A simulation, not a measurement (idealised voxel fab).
The following process module bears the name voxel transistor to metal.
Cross-section cut spans 175 nm and uses square cells 5 nm in size.
Notation: cross-section as square-cell grid; stated in bands, top first, going down; one or more cell rows per band. Each band's line starts with the height of the band's top and of its bottom, in nm. Then come its materials from left to right, each with its width in nm. One material with "all across" fills the band from edge to edge. "empty" is empty space. We count height from 0. Below that, the starting wafer is all one material. The lowest band never ends at the bottom but goes on down; see "0 nm and below" for how that is written. Width "30->40": first value at the band's top row of cells, second value at its bottom row, equal change from row to row. "nothing changed" (step): cross-section cells unchanged, all of them. "Sealed internal voids" lists enclosed empty spaces (at least 8 cells, no open path upward to the top), each as width x height at distance from the left edge, in nm. Where a step's line continues beyond its settings, the continuation is a remark by the simulator itself on that step. overlay nm: mask offset rightward from planned place, masked step; negative means leftward offset.

Process steps foreseen in the plan:
1) RECEIVE (material Si)
2) CONFORMAL_DEP (material SiO2; thk nm 5)
3) CONFORMAL_DEP (material SiN; thk nm 10)
4) DIRECTIONAL_DEP (material aC; thk nm 15)
5) PATTERN (tone cover; mask id ACTIVE; material resist; width nm 115; thk nm 35; overlay nm 0)
6) DIRECTIONAL_ETCH (etch materials aC; depth nm 15)
7) STRIP (etch materials resist)
8) DIRECTIONAL_ETCH (etch materials SiN; depth nm 10)
9) DIRECTIONAL_ETCH (etch materials SiO2; depth nm 5)
10) DIRECTIONAL_ETCH (etch materials Si; depth nm 35)
11) STRIP (etch materials aC)
12) OXIDIZE (depth nm 5)
13) FILL_DEP (material SiO2; thk nm 10)
14) CMP (height nm 15)
15) SELECTIVE_ETCH (etch materials SiO2; depth nm 5)
16) STRIP (etch materials SiN)
17) SELECTIVE_ETCH (etch materials SiO2; depth nm 5)
18) OXIDIZE (depth nm 5)
19) DIRECTIONAL_DEP (material polySi; thk nm 30)
20) DIRECTIONAL_DEP (material SiCN; thk nm 10)
21) DIRECTIONAL_DEP (material aC; thk nm 15)
22) PATTERN (tone cover; mask id GATE; material resist; width nm 25; thk nm 30; overlay nm 0)
23) DIRECTIONAL_ETCH (etch materials aC; depth nm 15)
24) STRIP (etch materials resist)
25) DIRECTIONAL_ETCH (etch materials SiCN; depth nm 20)
26) DIRECTIONAL_ETCH (etch materials polySi; depth nm 40)
27) STRIP (etch materials aC)
28) CONFORMAL_DEP (material SiN; thk nm 10)
29) DIRECTIONAL_ETCH (etch materials SiN; depth nm 10)
30) DIRECTIONAL_ETCH (etch materials SiO2; depth nm 5)
31) DIRECTIONAL_ETCH (etch materials Si; depth nm 5)
32) EPI (material pSi; thk nm 5)
33) FILL_DEP (material SiO2; thk nm 5)
34) CMP (height nm 30)
35) STRIP (etch materials polySi)
36) SELECTIVE_ETCH (etch materials SiO2; depth nm 5)
37) CONFORMAL_DEP (material HfO2; thk nm 5)
38) CONFORMAL_DEP (material TiN; thk nm 5)
39) FILL_DEP (material W; thk nm 10)
40) CMP (height nm 25)
41) DIRECTIONAL_DEP (material SiO2; thk nm 15)
42) DIRECTIONAL_DEP (material aC; thk nm 15)
43) PATTERN (tone open; mask id CONTACT; material resist; width nm 15; pitch nm 80; thk nm 35; overlay nm 0)
44) DIRECTIONAL_ETCH (etch materials aC; depth nm 15)
45) STRIP (etch materials resist)
46) DIRECTIONAL_ETCH (etch materials SiO2; depth nm 45)
47) STRIP (etch materials aC)
48) CONFORMAL_DEP (material TiN; thk nm 5)
49) FILL_DEP (material Ru; thk nm 10)
50) CMP (height nm 40)
51) DIRECTIONAL_DEP (material TiN; thk nm 5)
52) DIRECTIONAL_DEP (material W; thk nm 15)
53) MASKED_ETCH (tone cover; mask id METAL_1; width nm 15; pitch nm 80; etch materials W; depth nm 15; overlay nm 0)
54) MASKED_ETCH (tone cover; mask id METAL_1; width nm 15; pitch nm 80; etch materials TiN; depth nm 5; overlay nm 0)
55) CONFORMAL_DEP (material SiN; thk nm 5)
56) FILL_DEP (material SiO2; thk nm 10)
57) CMP (height nm 60)
58) CONFORMAL_DEP (material SiCN; thk nm 5)

The following pertains to the first of two wafers, which was processed as planned:

This is the cross-section of the wafer as we received it, i.e. after step 1:
	0 nm and below | Si all across
	Sealed internal voids: none

Take a look at the wafer's cross-section after step 2:
	5 nm to 0 nm | SiO2 all across
	At heights below 0, the structure remains unaltered.

Take a look at the wafer's cross-section after step 3:
	15 nm to 5 nm | SiN all across
	At heights below 5, the structure remains unaltered.

Take a look at the wafer's cross-section after step 4:
	30 nm to 15 nm | aC all across
	At heights below 15, the structure remains unaltered.

Take a look at the wafer's cross-section after step 5:
	65 nm to 30 nm | empty 30 nm | resist 115 nm | empty 30 nm
	At heights below 30, the structure remains unaltered.

Take a look at the wafer's cross-section after step 6:
	50 nm to 30 nm | empty 30 nm | resist 115 nm | empty 30 nm
	30 nm to 15 nm | empty 30 nm | aC 115 nm | empty 30 nm
	At heights below 15, the structure remains unaltered.

Take a look at the wafer's cross-section after step 7:
	30 nm to 15 nm | empty 30 nm | aC 115 nm | empty 30 nm
	At heights below 15, the structure remains unaltered.

Take a look at the wafer's cross-section after step 8:
	30 nm to 15 nm | empty 30 nm | aC 115 nm | empty 30 nm
	15 nm to 5 nm | empty 30 nm | SiN 115 nm | empty 30 nm
	At heights below 5, the structure remains unaltered.

Take a look at the wafer's cross-section after step 9:
	30 nm to 15 nm | empty 30 nm | aC 115 nm | empty 30 nm
	15 nm to 5 nm | empty 30 nm | SiN 115 nm | empty 30 nm
	5 nm to 0 nm | empty 30 nm | SiO2 115 nm | empty 30 nm
	At heights below 0, the structure remains unaltered.

Take a look at the wafer's cross-section after step 10:
	30 nm to 15 nm | empty 30 nm | aC 115 nm | empty 30 nm
	15 nm to 5 nm | empty 30 nm | SiN 115 nm | empty 30 nm
	5 nm to 0 nm | empty 30 nm | SiO2 115 nm | empty 30 nm
	0 nm to -35 nm | empty 30 nm | Si 115 nm | empty 30 nm
	At heights below -35, the structure remains unaltered.

Take a look at the wafer's cross-section after step 11:
	15 nm to 5 nm | empty 30 nm | SiN 115 nm | empty 30 nm
	At heights below 5, the structure remains unaltered.

Take a look at the wafer's cross-section after step 12:
	15 nm to 5 nm | empty 30 nm | SiN 115 nm | empty 30 nm
	5 nm to 0 nm | empty 30 nm | SiO2 115 nm | empty 30 nm
	0 nm to -35 nm | empty 30 nm | SiO2 5 nm | Si 105 nm | SiO2 5 nm | empty 30 nm
	-35 nm to -40 nm | SiO2 35 nm | Si 105 nm | SiO2 35 nm
	At heights below -40, the structure remains unaltered.

Take a look at the wafer's cross-section after step 13:
	25 nm to 15 nm | SiO2 all across
	15 nm to 5 nm | SiO2 30 nm | SiN 115 nm | SiO2 30 nm
	5 nm to 0 nm | SiO2 all across
	0 nm to -40 nm | SiO2 35 nm | Si 105 nm | SiO2 35 nm
	At heights below -40, the structure remains unaltered.

Take a look at the wafer's cross-section after step 14:
	15 nm to 5 nm | SiO2 30 nm | SiN 115 nm | SiO2 30 nm
	At heights below 5, the structure remains unaltered.

Take a look at the wafer's cross-section after step 15:
	15 nm to 10 nm | empty 30 nm | SiN 115 nm | empty 30 nm
	At heights below 10, the structure remains unaltered.

Take a look at the wafer's cross-section after step 16:
	10 nm to 5 nm | SiO2 30 nm | empty 115 nm | SiO2 30 nm
	At heights below 5, the structure remains unaltered.

Take a look at the wafer's cross-section after step 17:
	5 nm to 0 nm | SiO2 25 nm | empty 125 nm | SiO2 25 nm
	At heights below 0, the structure remains unaltered.

Take a look at the wafer's cross-section after step 18:
	5 nm to 0 nm | SiO2 25 nm | empty 125 nm | SiO2 25 nm
	0 nm to -5 nm | SiO2 all across
	At heights below -5, the structure remains unaltered.

Take a look at the wafer's cross-section after step 19:
	35 nm to 30 nm | polySi 25 nm | empty 125 nm | polySi 25 nm
	30 nm to 5 nm | polySi all across
	5 nm to 0 nm | SiO2 25 nm | polySi 125 nm | SiO2 25 nm
	At heights below 0, the structure remains unaltered.

Take a look at the wafer's cross-section after step 20:
	45 nm to 40 nm | SiCN 25 nm | empty 125 nm | SiCN 25 nm
	40 nm to 35 nm | SiCN all across
	35 nm to 30 nm | polySi 25 nm | SiCN 125 nm | polySi 25 nm
	At heights below 30, the structure remains unaltered.

Take a look at the wafer's cross-section after step 21:
	60 nm to 55 nm | aC 25 nm | empty 125 nm | aC 25 nm
	55 nm to 45 nm | aC all across
	45 nm to 40 nm | SiCN 25 nm | aC 125 nm | SiCN 25 nm
	At heights below 40, the structure remains unaltered.

Take a look at the wafer's cross-section after step 22:
	90 nm to 60 nm | empty 75 nm | resist 25 nm | empty 75 nm
	60 nm to 55 nm | aC 25 nm | empty 50 nm | resist 25 nm | empty 50 nm | aC 25 nm
	At heights below 55, the structure remains unaltered.

Take a look at the wafer's cross-section after step 23:
	75 nm to 55 nm | empty 75 nm | resist 25 nm | empty 75 nm
	55 nm to 45 nm | empty 75 nm | aC 25 nm | empty 75 nm
	45 nm to 40 nm | SiCN 25 nm | empty 50 nm | aC 25 nm | empty 50 nm | SiCN 25 nm
	At heights below 40, the structure remains unaltered.

Take a look at the wafer's cross-section after step 24:
	55 nm to 45 nm | empty 75 nm | aC 25 nm | empty 75 nm
	At heights below 45, the structure remains unaltered.

Take a look at the wafer's cross-section after step 25:
	55 nm to 40 nm | empty 75 nm | aC 25 nm | empty 75 nm
	40 nm to 35 nm | empty 75 nm | SiCN 25 nm | empty 75 nm
	35 nm to 30 nm | polySi 25 nm | empty 50 nm | SiCN 25 nm | empty 50 nm | polySi 25 nm
	At heights below 30, the structure remains unaltered.

Take a look at the wafer's cross-section after step 26:
	55 nm to 40 nm | empty 75 nm | aC 25 nm | empty 75 nm
	40 nm to 30 nm | empty 75 nm | SiCN 25 nm | empty 75 nm
	30 nm to 5 nm | empty 75 nm | polySi 25 nm | empty 75 nm
	5 nm to 0 nm | SiO2 25 nm | empty 50 nm | polySi 25 nm | empty 50 nm | SiO2 25 nm
	At heights below 0, the structure remains unaltered.

Take a look at the wafer's cross-section after step 27:
	40 nm to 30 nm | empty 75 nm | SiCN 25 nm | empty 75 nm
	At heights below 30, the structure remains unaltered.

Take a look at the wafer's cross-section after step 28:
	50 nm to 40 nm | empty 65 nm | SiN 45 nm | empty 65 nm
	40 nm to 30 nm | empty 65 nm | SiN 10 nm | SiCN 25 nm | SiN 10 nm | empty 65 nm
	30 nm to 15 nm | empty 65 nm | SiN 10 nm | polySi 25 nm | SiN 10 nm | empty 65 nm
	15 nm to 10 nm | SiN 35 nm | empty 30 nm | SiN 10 nm | polySi 25 nm | SiN 10 nm | empty 30 nm | SiN 35 nm
	10 nm to 5 nm | SiN 75 nm | polySi 25 nm | SiN 75 nm
	5 nm to 0 nm | SiO2 25 nm | SiN 50 nm | polySi 25 nm | SiN 50 nm | SiO2 25 nm
	At heights below 0, the structure remains unaltered.

Take a look at the wafer's cross-section after step 29:
	40 nm to 30 nm | empty 65 nm | SiN 10 nm | SiCN 25 nm | SiN 10 nm | empty 65 nm
	30 nm to 5 nm | empty 65 nm | SiN 10 nm | polySi 25 nm | SiN 10 nm | empty 65 nm
	5 nm to 0 nm | SiO2 25 nm | SiN 10 nm | empty 30 nm | SiN 10 nm | polySi 25 nm | SiN 10 nm | empty 30 nm | SiN 10 nm | SiO2 25 nm
	At heights below 0, the structure remains unaltered.

Take a look at the wafer's cross-section after step 30:
	40 nm to 30 nm | empty 65 nm | SiN 10 nm | SiCN 25 nm | SiN 10 nm | empty 65 nm
	30 nm to 5 nm | empty 65 nm | SiN 10 nm | polySi 25 nm | SiN 10 nm | empty 65 nm
	5 nm to 0 nm | empty 25 nm | SiN 10 nm | empty 30 nm | SiN 10 nm | polySi 25 nm | SiN 10 nm | empty 30 nm | SiN 10 nm | empty 25 nm
	0 nm to -5 nm | SiO2 35 nm | empty 30 nm | SiO2 45 nm | empty 30 nm | SiO2 35 nm
	At heights below -5, the structure remains unaltered.

Take a look at the wafer's cross-section after step 31:
	40 nm to 30 nm | empty 65 nm | SiN 10 nm | SiCN 25 nm | SiN 10 nm | empty 65 nm
	30 nm to 5 nm | empty 65 nm | SiN 10 nm | polySi 25 nm | SiN 10 nm | empty 65 nm
	5 nm to 0 nm | empty 25 nm | SiN 10 nm | empty 30 nm | SiN 10 nm | polySi 25 nm | SiN 10 nm | empty 30 nm | SiN 10 nm | empty 25 nm
	0 nm to -5 nm | SiO2 35 nm | empty 30 nm | SiO2 45 nm | empty 30 nm | SiO2 35 nm
	-5 nm to -10 nm | SiO2 35 nm | empty 30 nm | Si 45 nm | empty 30 nm | SiO2 35 nm
	At heights below -10, the structure remains unaltered.

Take a look at the wafer's cross-section after step 32:
	40 nm to 30 nm | empty 65 nm | SiN 10 nm | SiCN 25 nm | SiN 10 nm | empty 65 nm
	30 nm to 5 nm | empty 65 nm | SiN 10 nm | polySi 25 nm | SiN 10 nm | empty 65 nm
	5 nm to 0 nm | empty 25 nm | SiN 10 nm | empty 30 nm | SiN 10 nm | polySi 25 nm | SiN 10 nm | empty 30 nm | SiN 10 nm | empty 25 nm
	0 nm to -5 nm | SiO2 35 nm | empty 25 nm | pSi 5 nm | SiO2 45 nm | pSi 5 nm | empty 25 nm | SiO2 35 nm
	-5 nm to -10 nm | SiO2 35 nm | pSi 30 nm | Si 45 nm | pSi 30 nm | SiO2 35 nm
	At heights below -10, the structure remains unaltered.

Take a look at the wafer's cross-section after step 33:
	45 nm to 40 nm | SiO2 all across
	40 nm to 30 nm | SiO2 65 nm | SiN 10 nm | SiCN 25 nm | SiN 10 nm | SiO2 65 nm
	30 nm to 5 nm | SiO2 65 nm | SiN 10 nm | polySi 25 nm | SiN 10 nm | SiO2 65 nm
	5 nm to 0 nm | SiO2 25 nm | SiN 10 nm | SiO2 30 nm | SiN 10 nm | polySi 25 nm | SiN 10 nm | SiO2 30 nm | SiN 10 nm | SiO2 25 nm
	0 nm to -5 nm | SiO2 60 nm | pSi 5 nm | SiO2 45 nm | pSi 5 nm | SiO2 60 nm
	At heights below -5, the structure remains unaltered.

Take a look at the wafer's cross-section after step 34:
	30 nm to 5 nm | SiO2 65 nm | SiN 10 nm | polySi 25 nm | SiN 10 nm | SiO2 65 nm
	At heights below 5, the structure remains unaltered.

Take a look at the wafer's cross-section after step 35:
	30 nm to 5 nm | SiO2 65 nm | SiN 10 nm | empty 25 nm | SiN 10 nm | SiO2 65 nm
	5 nm to 0 nm | SiO2 25 nm | SiN 10 nm | SiO2 30 nm | SiN 10 nm | empty 25 nm | SiN 10 nm | SiO2 30 nm | SiN 10 nm | SiO2 25 nm
	At heights below 0, the structure remains unaltered.

Take a look at the wafer's cross-section after step 36:
	30 nm to 25 nm | empty 65 nm | SiN 10 nm | empty 25 nm | SiN 10 nm | empty 65 nm
	25 nm to 5 nm | SiO2 65 nm | SiN 10 nm | empty 25 nm | SiN 10 nm | SiO2 65 nm
	5 nm to 0 nm | SiO2 25 nm | SiN 10 nm | SiO2 30 nm | SiN 10 nm | empty 25 nm | SiN 10 nm | SiO2 30 nm | SiN 10 nm | SiO2 25 nm
	0 nm to -5 nm | SiO2 60 nm | pSi 5 nm | SiO2 5 nm | empty 35 nm | SiO2 5 nm | pSi 5 nm | SiO2 60 nm
	At heights below -5, the structure remains unaltered.

Take a look at the wafer's cross-section after step 37:
	35 nm to 30 nm | empty 60 nm | HfO2 20 nm | empty 15 nm | HfO2 20 nm | empty 60 nm
	30 nm to 25 nm | HfO2 65 nm | SiN 10 nm | HfO2 5 nm | empty 15 nm | HfO2 5 nm | SiN 10 nm | HfO2 65 nm
	25 nm to 5 nm | SiO2 65 nm | SiN 10 nm | HfO2 5 nm | empty 15 nm | HfO2 5 nm | SiN 10 nm | SiO2 65 nm
	5 nm to 0 nm | SiO2 25 nm | SiN 10 nm | SiO2 30 nm | SiN 10 nm | HfO2 5 nm | empty 15 nm | HfO2 5 nm | SiN 10 nm | SiO2 30 nm | SiN 10 nm | SiO2 25 nm
	0 nm to -5 nm | SiO2 60 nm | pSi 5 nm | SiO2 5 nm | HfO2 35 nm | SiO2 5 nm | pSi 5 nm | SiO2 60 nm
	At heights below -5, the structure remains unaltered.

Take a look at the wafer's cross-section after step 38:
	40 nm to 35 nm | empty 55 nm | TiN 30 nm | empty 5 nm | TiN 30 nm | empty 55 nm
	35 nm to 30 nm | TiN 60 nm | HfO2 20 nm | TiN 5 nm | empty 5 nm | TiN 5 nm | HfO2 20 nm | TiN 60 nm
	30 nm to 25 nm | HfO2 65 nm | SiN 10 nm | HfO2 5 nm | TiN 5 nm | empty 5 nm | TiN 5 nm | HfO2 5 nm | SiN 10 nm | HfO2 65 nm
	25 nm to 5 nm | SiO2 65 nm | SiN 10 nm | HfO2 5 nm | TiN 5 nm | empty 5 nm | TiN 5 nm | HfO2 5 nm | SiN 10 nm | SiO2 65 nm
	5 nm to 0 nm | SiO2 25 nm | SiN 10 nm | SiO2 30 nm | SiN 10 nm | HfO2 5 nm | TiN 15 nm | HfO2 5 nm | SiN 10 nm | SiO2 30 nm | SiN 10 nm | SiO2 25 nm
	At heights below 0, the structure remains unaltered.

Take a look at the wafer's cross-section after step 39:
	50 nm to 40 nm | W all across
	40 nm to 35 nm | W 55 nm | TiN 30 nm | W 5 nm | TiN 30 nm | W 55 nm
	35 nm to 30 nm | TiN 60 nm | HfO2 20 nm | TiN 5 nm | W 5 nm | TiN 5 nm | HfO2 20 nm | TiN 60 nm
	30 nm to 25 nm | HfO2 65 nm | SiN 10 nm | HfO2 5 nm | TiN 5 nm | W 5 nm | TiN 5 nm | HfO2 5 nm | SiN 10 nm | HfO2 65 nm
	25 nm to 5 nm | SiO2 65 nm | SiN 10 nm | HfO2 5 nm | TiN 5 nm | W 5 nm | TiN 5 nm | HfO2 5 nm | SiN 10 nm | SiO2 65 nm
	At heights below 5, the structure remains unaltered.

Take a look at the wafer's cross-section after step 40:
	25 nm to 5 nm | SiO2 65 nm | SiN 10 nm | HfO2 5 nm | TiN 5 nm | W 5 nm | TiN 5 nm | HfO2 5 nm | SiN 10 nm | SiO2 65 nm
	At heights below 5, the structure remains unaltered.

Take a look at the wafer's cross-section after step 41:
	40 nm to 25 nm | SiO2 all across
	At heights below 25, the structure remains unaltered.

Take a look at the wafer's cross-section after step 42:
	55 nm to 40 nm | aC all across
	At heights below 40, the structure remains unaltered.

Take a look at the wafer's cross-section after step 43:
	90 nm to 55 nm | resist 40 nm | empty 15 nm | resist 65 nm | empty 15 nm | resist 40 nm
	At heights below 55, the structure remains unaltered.

Take a look at the wafer's cross-section after step 44:
	75 nm to 55 nm | resist 40 nm | empty 15 nm | resist 65 nm | empty 15 nm | resist 40 nm
	55 nm to 40 nm | aC 40 nm | empty 15 nm | aC 65 nm | empty 15 nm | aC 40 nm
	At heights below 40, the structure remains unaltered.

Take a look at the wafer's cross-section after step 45:
	55 nm to 40 nm | aC 40 nm | empty 15 nm | aC 65 nm | empty 15 nm | aC 40 nm
	At heights below 40, the structure remains unaltered.

Take a look at the wafer's cross-section after step 46:
	55 nm to 40 nm | aC 40 nm | empty 15 nm | aC 65 nm | empty 15 nm | aC 40 nm
	40 nm to 25 nm | SiO2 40 nm | empty 15 nm | SiO2 65 nm | empty 15 nm | SiO2 40 nm
	25 nm to 5 nm | SiO2 40 nm | empty 15 nm | SiO2 10 nm | SiN 10 nm | HfO2 5 nm | TiN 5 nm | W 5 nm | TiN 5 nm | HfO2 5 nm | SiN 10 nm | SiO2 10 nm | empty 15 nm | SiO2 40 nm
	5 nm to 0 nm | SiO2 25 nm | SiN 10 nm | SiO2 5 nm | empty 15 nm | SiO2 10 nm | SiN 10 nm | HfO2 5 nm | TiN 15 nm | HfO2 5 nm | SiN 10 nm | SiO2 10 nm | empty 15 nm | SiO2 5 nm | SiN 10 nm | SiO2 25 nm
	0 nm to -5 nm | SiO2 40 nm | empty 15 nm | SiO2 5 nm | pSi 5 nm | SiO2 5 nm | HfO2 35 nm | SiO2 5 nm | pSi 5 nm | SiO2 5 nm | empty 15 nm | SiO2 40 nm
	At heights below -5, the structure remains unaltered.

Take a look at the wafer's cross-section after step 47:
	40 nm to 25 nm | SiO2 40 nm | empty 15 nm | SiO2 65 nm | empty 15 nm | SiO2 40 nm
	At heights below 25, the structure remains unaltered.

Take a look at the wafer's cross-section after step 48:
	45 nm to 40 nm | TiN 45 nm | empty 5 nm | TiN 75 nm | empty 5 nm | TiN 45 nm
	40 nm to 25 nm | SiO2 40 nm | TiN 5 nm | empty 5 nm | TiN 5 nm | SiO2 65 nm | TiN 5 nm | empty 5 nm | TiN 5 nm | SiO2 40 nm
	25 nm to 5 nm | SiO2 40 nm | TiN 5 nm | empty 5 nm | TiN 5 nm | SiO2 10 nm | SiN 10 nm | HfO2 5 nm | TiN 5 nm | W 5 nm | TiN 5 nm | HfO2 5 nm | SiN 10 nm | SiO2 10 nm | TiN 5 nm | empty 5 nm | TiN 5 nm | SiO2 40 nm
	5 nm to 0 nm | SiO2 25 nm | SiN 10 nm | SiO2 5 nm | TiN 5 nm | empty 5 nm | TiN 5 nm | SiO2 10 nm | SiN 10 nm | HfO2 5 nm | TiN 15 nm | HfO2 5 nm | SiN 10 nm | SiO2 10 nm | TiN 5 nm | empty 5 nm | TiN 5 nm | SiO2 5 nm | SiN 10 nm | SiO2 25 nm
	0 nm to -5 nm | SiO2 40 nm | TiN 15 nm | SiO2 5 nm | pSi 5 nm | SiO2 5 nm | HfO2 35 nm | SiO2 5 nm | pSi 5 nm | SiO2 5 nm | TiN 15 nm | SiO2 40 nm
	At heights below -5, the structure remains unaltered.

Take a look at the wafer's cross-section after step 49:
	55 nm to 45 nm | Ru all across
	45 nm to 40 nm | TiN 45 nm | Ru 5 nm | TiN 75 nm | Ru 5 nm | TiN 45 nm
	40 nm to 25 nm | SiO2 40 nm | TiN 5 nm | Ru 5 nm | TiN 5 nm | SiO2 65 nm | TiN 5 nm | Ru 5 nm | TiN 5 nm | SiO2 40 nm
	25 nm to 5 nm | SiO2 40 nm | TiN 5 nm | Ru 5 nm | TiN 5 nm | SiO2 10 nm | SiN 10 nm | HfO2 5 nm | TiN 5 nm | W 5 nm | TiN 5 nm | HfO2 5 nm | SiN 10 nm | SiO2 10 nm | TiN 5 nm | Ru 5 nm | TiN 5 nm | SiO2 40 nm
	5 nm to 0 nm | SiO2 25 nm | SiN 10 nm | SiO2 5 nm | TiN 5 nm | Ru 5 nm | TiN 5 nm | SiO2 10 nm | SiN 10 nm | HfO2 5 nm | TiN 15 nm | HfO2 5 nm | SiN 10 nm | SiO2 10 nm | TiN 5 nm | Ru 5 nm | TiN 5 nm | SiO2 5 nm | SiN 10 nm | SiO2 25 nm
	At heights below 0, the structure remains unaltered.

Take a look at the wafer's cross-section after step 50:
	40 nm to 25 nm | SiO2 40 nm | TiN 5 nm | Ru 5 nm | TiN 5 nm | SiO2 65 nm | TiN 5 nm | Ru 5 nm | TiN 5 nm | SiO2 40 nm
	At heights below 25, the structure remains unaltered.

Take a look at the wafer's cross-section after step 51:
	45 nm to 40 nm | TiN all across
	At heights below 40, the structure remains unaltered.

Take a look at the wafer's cross-section after step 52:
	60 nm to 45 nm | W all across
	At heights below 45, the structure remains unaltered.

Take a look at the wafer's cross-section after step 53:
	60 nm to 45 nm | empty 40 nm | W 15 nm | empty 65 nm | W 15 nm | empty 40 nm
	At heights below 45, the structure remains unaltered.

Take a look at the wafer's cross-section after step 54:
	60 nm to 45 nm | empty 40 nm | W 15 nm | empty 65 nm | W 15 nm | empty 40 nm
	45 nm to 40 nm | empty 40 nm | TiN 15 nm | empty 65 nm | TiN 15 nm | empty 40 nm
	At heights below 40, the structure remains unaltered.

Take a look at the wafer's cross-section after step 55:
	65 nm to 60 nm | empty 35 nm | SiN 25 nm | empty 55 nm | SiN 25 nm | empty 35 nm
	60 nm to 45 nm | empty 35 nm | SiN 5 nm | W 15 nm | SiN 5 nm | empty 55 nm | SiN 5 nm | W 15 nm | SiN 5 nm | empty 35 nm
	45 nm to 40 nm | SiN 40 nm | TiN 15 nm | SiN 65 nm | TiN 15 nm | SiN 40 nm
	At heights below 40, the structure remains unaltered.

Take a look at the wafer's cross-section after step 56:
	75 nm to 65 nm | SiO2 all across
	65 nm to 60 nm | SiO2 35 nm | SiN 25 nm | SiO2 55 nm | SiN 25 nm | SiO2 35 nm
	60 nm to 45 nm | SiO2 35 nm | SiN 5 nm | W 15 nm | SiN 5 nm | SiO2 55 nm | SiN 5 nm | W 15 nm | SiN 5 nm | SiO2 35 nm
	At heights below 45, the structure remains unaltered.

Take a look at the wafer's cross-section after step 57:
	60 nm to 45 nm | SiO2 35 nm | SiN 5 nm | W 15 nm | SiN 5 nm | SiO2 55 nm | SiN 5 nm | W 15 nm | SiN 5 nm | SiO2 35 nm
	At heights below 45, the structure remains unaltered.

Take a look at the wafer's cross-section after step 58:
	65 nm to 60 nm | SiCN all across
	At heights below 60, the structure remains unaltered.

Second wafer. Start and plan as for the first. One mistake made in running. Agrees with the first up to and including step 49:

Cross-section of the second wafer when, according to plan, step 50 should have finished: nothing changed

Cross-section of the second wafer when, according to plan, step 51 should have finished:
	60 nm to 55 nm | TiN all across
	At heights below 55, the structure remains unaltered.

Cross-section of the second wafer when, according to plan, step 52 should have finished:
	75 nm to 60 nm | W all across
	At heights below 60, the structure remains unaltered.

Cross-section of the second wafer when, according to plan, step 53 should have finished:
	75 nm to 60 nm | empty 40 nm | W 15 nm | empty 65 nm | W 15 nm | empty 40 nm
	At heights below 60, the structure remains unaltered.

Cross-section of the second wafer when, according to plan, step 54 should have finished:
	75 nm to 60 nm | empty 40 nm | W 15 nm | empty 65 nm | W 15 nm | empty 40 nm
	60 nm to 55 nm | empty 40 nm | TiN 15 nm | empty 65 nm | TiN 15 nm | empty 40 nm
	At heights below 55, the structure remains unaltered.

Cross-section of the second wafer when, according to plan, step 55 should have finished:
	80 nm to 75 nm | empty 35 nm | SiN 25 nm | empty 55 nm | SiN 25 nm | empty 35 nm
	75 nm to 60 nm | empty 35 nm | SiN 5 nm | W 15 nm | SiN 5 nm | empty 55 nm | SiN 5 nm | W 15 nm | SiN 5 nm | empty 35 nm
	60 nm to 55 nm | SiN 40 nm | TiN 15 nm | SiN 65 nm | TiN 15 nm | SiN 40 nm
	At heights below 55, the structure remains unaltered.

Cross-section of the second wafer when, according to plan, step 56 should have finished:
	90 nm to 80 nm | SiO2 all across
	80 nm to 75 nm | SiO2 35 nm | SiN 25 nm | SiO2 55 nm | SiN 25 nm | SiO2 35 nm
	75 nm to 60 nm | SiO2 35 nm | SiN 5 nm | W 15 nm | SiN 5 nm | SiO2 55 nm | SiN 5 nm | W 15 nm | SiN 5 nm | SiO2 35 nm
	At heights below 60, the structure remains unaltered.

Cross-section of the second wafer when, according to plan, step 57 should have finished:
	60 nm to 55 nm | SiN 40 nm | TiN 15 nm | SiN 65 nm | TiN 15 nm | SiN 40 nm
	At heights below 55, the structure remains unaltered.

Cross-section of the second wafer when, according to plan, step 58 should have finished:
	65 nm to 60 nm | SiCN all across
	At heights below 60, the structure remains unaltered.
Heads up, the wafer didn't run the way we planned it: not run: step 50 of the plan (skipped)
End check, counted in cells, second wafer has more or fewer of these materials than the first: 72 more of Ru, 12 fewer of SiN, 75 fewer of SiO2, 33 more of TiN, 18 fewer of W
